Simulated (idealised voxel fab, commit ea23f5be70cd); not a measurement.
You're looking at the process module voxel local oxidation.
Cross-section cut: width 270 nm, square cells of 5 nm.
Cross-section format: a grid of square cells, given as bands from top to bottom; each band is one or more rows of cells.
Read a band's entry like this: the first values are the height of its top and the height of its bottom in nm, and what follows is the sequence of materials from left to right, each with its width in nm. Note that "air" is empty space, and that a single material marked "everywhere" reaches across the band from edge to edge.
Beneath 0, the wafer as received is one material, and that level is where height counting begins. The lowest band goes on downward without a bottom; it is written like "z 0 and below".
Per-row width for "30 to 40": begins at first number (top row of band), ends at second number (bottom row), increment between rows held constant.
Basically "changes: none" means that step didn't change any cell in the cross-section.
Reported under the label "Unvented cavities" are the empty spaces having no open way to the top and comprising 8 cells or more; the notation for each is width x height at distance, in which the distance is measured from the left edge and all three values are in nm.
Post-settings text on a step line: simulator's own remark regarding the step.
overlay nm, on a step with a mask: how far to the right of its planned place the mask lay; to the left if negative
Steps planned for the process:
1 RECEIVE: material Si
2 OXIDIZE: depth nm 5
3 CONFORMAL_DEP: material SiN, thk nm 10
4 MASKED_ETCH: tone cover, mask id ACTIVE, width nm 100, etch materials SiN, depth nm 10, overlay nm 0
5 SELECTIVE_ETCH: etch materials SiO2, depth nm 5
6 OXIDIZE: depth nm 15
7 STRIP: etch materials SiN
Account of the first of two wafers, which was processed as intended:
Cross-section of the incoming wafer, state after step 1:
	z 0 and below: Si everywhere
	Unvented cavities: none
after step 2:
	z 0 to -5: SiO2 everywhere
	Below -5, no change.
after step 3:
	z 10 to 0: SiN everywhere
	Below 0, no change.
after step 4:
	z 10 to 0: 85 of air, 100 of SiN, 85 of air
	Below 0, no change.
after step 5:
	z 10 to 0: 85 of air, 100 of SiN, 85 of air
	z 0 to -5: 90 of air, 90 of SiO2, 90 of air
	Below -5, no change.
after step 6:
	z 10 to 0: 85 of air, 100 of SiN, 85 of air
	z 0 to -5: 90 of air, 90 of SiO2, 90 of air
	z -5 to -20: 105 of SiO2, 60 of Si, 105 of SiO2
	Below -20, no change.
after step 7:
	z 0 to -5: 90 of air, 90 of SiO2, 90 of air
	Below -5, no change.
The Second Wafer: Common Origin and Plan, One Mistake in Execution, Identical to the First Through Step 4:
Second wafer, cross-section, planned end of step 5:
	z 10 to 0: 85 of air, 100 of SiN, 85 of air
	z 0 to -5: 100 of air, 70 of SiO2, 100 of air
	Below -5, no change.
Second wafer, cross-section, planned end of step 6:
	z 10 to 0: 85 of air, 100 of SiN, 85 of air
	z 0 to -5: 100 of air, 70 of SiO2, 100 of air
	z -5 to -20: 115 of SiO2, 40 of Si, 115 of SiO2
	Below -20, no change.
Second wafer, cross-section, planned end of step 7:
	z 0 to -5: 100 of air, 70 of SiO2, 100 of air
	Below -5, no change.
Want to know what went wrong? step 5 deviated from plan and actually ran as SELECTIVE_ETCH: etch materials SiO2, depth nm 15
It is noted that, at the conclusion of processing, the second wafer exhibits a higher or lower cell count for certain materials relative to the first: Si -12; SiO2 +8
